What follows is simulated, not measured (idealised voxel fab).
Herein follows the process module entitled voxel tone inversion.
This is section cut - it's 285 nm across, gridded in 5 nm square cells.
Each cross-section below is a grid of square cells, stated as bands in top-down order, with one or more rows of cells making up each band.
Heads up on the band format: heights come first, top then bottom, in nm. After that it's the materials left to right, each with its width in nm. A single material flagged "full width" fills the whole band edge to edge, and "air" means there's empty space there.
Height datum 0, below which the as-received substrate wafer is one material. Lowest band open at the bottom, running downward: "0..down".
When a width is written as two numbers, as in "30 to 40", the first number is the width in the top row of cells of the band and the second is the width in its bottom row, and the width changes by the same amount from each row to the next.
A step reported as "stayed the same" is a step in which no cell of the cross-section changed.
If an empty space has no open way to the top and is at least 8 cells in size, "Closed void inventory" lists it, written width x height at distance, where distance is measured from the left edge and every value is in nm.
The remark found on a step's line after its settings is issued by the simulator itself and pertains to that step.
A step line may carry the setting "overlay nm", which, for steps involving a mask, states the distance by which the mask lay to the right of its intended position; negative values denote displacement to the left.
## The planned process steps are enumerated hereunder
- 1: RECEIVE: material Si
- 2: CONFORMAL_DEP: material SiN, thk nm 10
- 3: DIRECTIONAL_DEP: material aC, thk nm 15
- 4: PATTERN: tone cover, mask id POSTS, material resist, width nm 20, pitch nm 45, thk nm 20, overlay nm 0
- 5: DIRECTIONAL_ETCH: etch materials aC, depth nm 15
- 6: STRIP: etch materials resist
- 7: FILL_DEP: material SiO2, thk nm 10
- 8: CMP: height nm 25
- 9: STRIP: etch materials aC
## As received (post step 1): cross-section
- 0..down: Si full width
- Closed void inventory: none
## Here's the wafer cut in cross-section after the module, started and planned just like above, except one thing was done wrong in the run
- 25..15: SiO2 full width
- 15..0: SiO2 110 nm / aC 20 nm / SiO2 25 nm / aC 20 nm / SiO2 110 nm
- 0..down: Si full width
- Closed void inventory: none
Diagnosis: step 2 of the plan was excluded from execution and never run
